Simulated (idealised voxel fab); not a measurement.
The name of this process module is voxel fin reveal.
Square cells of 5 nm make up the cross-section cut, whose width is 240 nm.
We lay out every cross-section as a grid of square cells and spell it out in bands from the top down, where one band means one or more rows of cells.
Heads up on the band format: heights come first, top then bottom, in nm. After that it's the materials left to right, each with its width in nm. A single material flagged "everywhere" fills the whole band edge to edge, and "blank" means there's empty space there.
Measure heights from 0. That's the level where, below it, the as-received wafer is all one material. The lowest band is bottomless and extends downward; write it as in "0 -> down".
Width "30 to 40": first value at the band's top row of cells, second value at its bottom row, equal change from row to row.
Reading "no modifications" for a step: not a cell of the cross-section changed in it.
So "Sealed void inventory" is basically the list of trapped voids: any empty space of 8 cells or more that can't reach the top through an opening. They're written width x height at distance, the distance being from the left edge, and it's all nm.
Past the settings on a step's line: simulator remark, on that step.
For masked steps, "overlay nm" on the step line gives how far right of plan the mask actually lay; a minus sign means it lay to the left.
[Intended process steps]
1. RECEIVE,material Si
2. CONFORMAL_DEP,material SiN,thk nm 5
3. MASKED_ETCH,tone cover,mask id FINS,width nm 15,pitch nm 45,etch materials SiN,depth nm 5,overlay nm 0
4. MASKED_ETCH,tone cover,mask id FINS,width nm 15,pitch nm 45,etch materials Si,depth nm 35,overlay nm 0
5. OXIDIZE,depth nm 5
6. FILL_DEP,material SiO2,thk nm 10
7. CMP,height nm 5
8. SELECTIVE_ETCH,etch materials SiO2,depth nm 15
9. STRIP,etch materials SiN
[Incoming wafer, cross-sectional view, post step 1]
* 0 -> down = Si everywhere
* Sealed void inventory: none
[The module was run from the start shown above using the plan shown above, but one mistake was made doing it; the resulting wafer cross-section is below]
* 0 -> -25 = blank=50 | Si=5 | blank=40 | Si=5 | blank=40 | Si=5 | blank=40 | Si=5 | blank=50
* -25 -> -40 = SiO2=50 | Si=5 | SiO2=40 | Si=5 | SiO2=40 | Si=5 | SiO2=40 | Si=5 | SiO2=50
* -40 -> down = Si everywhere
* Sealed void inventory: none
The plan and the run diverged here: step 8, plan: ran twice
